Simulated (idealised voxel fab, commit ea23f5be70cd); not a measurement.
process module | voxel transistor to metal
cross-section cut | 255 nm wide | cells 5 nm
Bands, listed from the top down, are how a cross-section gets written in this document; the cross-section itself is a grid of square cells, and a band is one or more rows of them. Top height, bottom height, nm. Materials left to right, width each, nm. Single material + "full width" = fills band edge to edge. "empty" = empty. Heights are expressed relative to 0, this being the level below which the as-received wafer comprises one material exclusively. The lowest band is unbounded in the downward direction and is denoted as in "from 0 down". Think of "30..40" as a width that walks from the first number to the second as you go down the band, top row to bottom row, taking equal-sized steps from row to row. Take "remained unchanged" at face value: in the step it is given for, the cross-section changed in none of its cells. "Closed void roster" contains a list of empty spaces, each no smaller than 8 cells and without an open way to the top, written in the form width x height at distance with the distance from the left edge and all three in nm. after a step's settings: what the simulator itself notes on the step. overlay nm: mask right of planned place by this much (step with mask). Neg. = left.
Process steps foreseen in the plan:
- 1: RECEIVE (material Si)
- 2: CONFORMAL_DEP (material SiO2; thk nm 5)
- 3: CONFORMAL_DEP (material SiN; thk nm 15)
- 4: MASKED_ETCH (tone cover; mask id ACTIVE; width nm 90; pitch nm 110; etch materials SiN; depth nm 15; overlay nm 0)
- 5: MASKED_ETCH (tone cover; mask id ACTIVE; width nm 90; pitch nm 110; etch materials SiO2; depth nm 5; overlay nm 0)
- 6: MASKED_ETCH (tone cover; mask id ACTIVE; width nm 90; pitch nm 110; etch materials Si; depth nm 25; overlay nm 0)
- 7: OXIDIZE (depth nm 5)
- 8: FILL_DEP (material SiO2; thk nm 10)
- 9: CMP (height nm 20)
- 10: SELECTIVE_ETCH (etch materials SiO2; depth nm 10)
- 11: STRIP (etch materials SiN)
- 12: SELECTIVE_ETCH (etch materials SiO2; depth nm 5)
- 13: OXIDIZE (depth nm 5)
- 14: DIRECTIONAL_DEP (material polySi; thk nm 25)
- 15: DIRECTIONAL_DEP (material SiCN; thk nm 15)
- 16: PATTERN (tone cover; mask id GATE; material resist; width nm 20; pitch nm 110; thk nm 20; overlay nm 0)
- 17: DIRECTIONAL_ETCH (etch materials SiCN; depth nm 25)
- 18: DIRECTIONAL_ETCH (etch materials polySi; depth nm 35)
- 19: STRIP (etch materials resist)
- 20: CONFORMAL_DEP (material SiN; thk nm 10)
- 21: DIRECTIONAL_ETCH (etch materials SiN; depth nm 10)
- 22: DIRECTIONAL_ETCH (etch materials SiO2; depth nm 5)
- 23: DIRECTIONAL_ETCH (etch materials Si; depth nm 10)
- 24: EPI (material nSi; thk nm 15)
- 25: FILL_DEP (material SiO2; thk nm 5)
- 26: CMP (height nm 40)
- 27: DIRECTIONAL_DEP (material SiO2; thk nm 10)
- 28: PATTERN (tone open; mask id CONTACT; material resist; width nm 25; pitch nm 55; thk nm 15; overlay nm 0)
- 29: DIRECTIONAL_ETCH (etch materials SiO2; depth nm 50)
- 30: STRIP (etch materials resist)
- 31: CONFORMAL_DEP (material TiN; thk nm 5)
- 32: FILL_DEP (material Ru; thk nm 5)
- 33: CMP (height nm 50)
- 34: DIRECTIONAL_DEP (material TiN; thk nm 5)
- 35: DIRECTIONAL_DEP (material Ru; thk nm 15)
- 36: MASKED_ETCH (tone cover; mask id METAL_1; width nm 15; etch materials Ru; depth nm 15; overlay nm 0)
- 37: MASKED_ETCH (tone cover; mask id METAL_1; width nm 15; etch materials TiN; depth nm 5; overlay nm 0)
- 38: CONFORMAL_DEP (material SiN; thk nm 5)
- 39: FILL_DEP (material SiO2; thk nm 10)
- 40: CMP (height nm 70)
- 41: CONFORMAL_DEP (material SiCN; thk nm 5)
- 42: DIRECTIONAL_DEP (material SiO2; thk nm 30)
- 43: MASKED_ETCH (tone open; mask id METAL_2; width nm 15; pitch nm 110; etch materials SiO2; depth nm 15; overlay nm 0)
- 44: DIRECTIONAL_DEP (material aC; thk nm 10)
- 45: PATTERN (tone open; mask id METAL_2_HOLES; material resist; width nm 15; pitch nm 110; thk nm 30; overlay nm 0)
- 46: DIRECTIONAL_ETCH (etch materials aC; depth nm 10)
- 47: STRIP (etch materials resist)
- 48: DIRECTIONAL_ETCH (etch materials SiO2; depth nm 15)
- 49: DIRECTIONAL_ETCH (etch materials SiCN; depth nm 5)
- 50: STRIP (etch materials aC)
- 51: CONFORMAL_DEP (material TiN; thk nm 5)
- 52: FILL_DEP (material Ru; thk nm 5)
- 53: CMP (height nm 105)
- 54: CONFORMAL_DEP (material SiN; thk nm 5)
The cross-section here shows the wafer as received, i.e. in its state after step 1:
- from 0 down | Si full width
- Closed void roster: none
Figure: cross-sectional view of the wafer upon completion of the module, processed from the initial state and according to the plan depicted above, with one error introduced during execution:
- from 110 to 105 | SiN full width
- from 105 to 75 | SiO2=30; TiN=5; Ru=5; TiN=5; SiO2=95; TiN=5; Ru=5; TiN=5; SiO2=100
- from 75 to 70 | SiCN=30; TiN=15; SiCN=95; TiN=15; SiCN=100
- from 70 to 55 | SiO2=25; SiN=5; Ru=15; SiN=5; SiO2=40; SiN=5; Ru=15; SiN=5; SiO2=20; SiN=5; Ru=15; SiN=5; SiO2=40; SiN=5; Ru=15; SiN=5; SiO2=30
- from 55 to 50 | SiN=30; TiN=15; SiN=50; TiN=15; SiN=30; TiN=15; SiN=50; TiN=15; SiN=35
- from 50 to 40 | SiO2=30; TiN=5; Ru=15; TiN=5; SiO2=30; TiN=5; Ru=15; TiN=5; SiO2=30; TiN=5; Ru=15; TiN=5; SiO2=30; TiN=5; Ru=15; TiN=5; SiO2=35
- from 40 to 35 | SiO2=30; TiN=5; Ru=10; TiN=10; SiO2=30; TiN=10; Ru=10; TiN=5; SiO2=30; TiN=5; Ru=10; TiN=10; SiO2=30; TiN=10; Ru=10; TiN=5; SiO2=35
- from 35 to 25 | SiO2=30; TiN=5; Ru=10; TiN=5; SiN=10; SiCN=20; SiN=10; TiN=5; Ru=10; TiN=5; SiO2=30; TiN=5; Ru=10; TiN=5; SiN=10; SiCN=20; SiN=10; TiN=5; Ru=10; TiN=5; SiO2=35
- from 25 to 15 | SiO2=30; TiN=5; Ru=10; TiN=5; SiN=10; polySi=20; SiN=10; TiN=5; Ru=10; TiN=5; SiO2=30; TiN=5; Ru=10; TiN=5; SiN=10; polySi=20; SiN=10; TiN=5; Ru=10; TiN=5; SiO2=35
- from 15 to 10 | SiO2=30; TiN=20; SiN=10; polySi=20; SiN=10; TiN=20; SiO2=30; TiN=20; SiN=10; polySi=20; SiN=10; TiN=20; SiO2=35
- from 10 to 5 | SiO2=30; TiN=5; nSi=15; SiN=10; polySi=20; SiN=10; nSi=15; TiN=5; SiO2=30; TiN=5; nSi=15; SiN=10; polySi=20; SiN=10; nSi=15; TiN=5; SiO2=35
- from 5 to 0 | SiO2=20; SiN=10; TiN=5; nSi=15; SiN=10; polySi=20; SiN=10; nSi=15; TiN=5; SiN=10; SiO2=10; SiN=10; TiN=5; nSi=15; SiN=10; polySi=20; SiN=10; nSi=15; TiN=5; SiN=10; SiO2=25
- from 0 to -5 | SiO2=30; nSi=20; SiO2=40; nSi=20; SiO2=30; nSi=20; SiO2=40; nSi=20; SiO2=35
- from -5 to -15 | SiO2=30; nSi=20; Si=40; nSi=20; SiO2=30; nSi=20; Si=40; nSi=20; SiO2=35
- from -15 to -30 | SiO2=30; Si=80; SiO2=30; Si=80; SiO2=35
- from -30 down | Si full width
- Closed void roster: none
Here's what went sideways: not per plan at step 15, really ran DIRECTIONAL_DEP (material SiCN; thk nm 10)
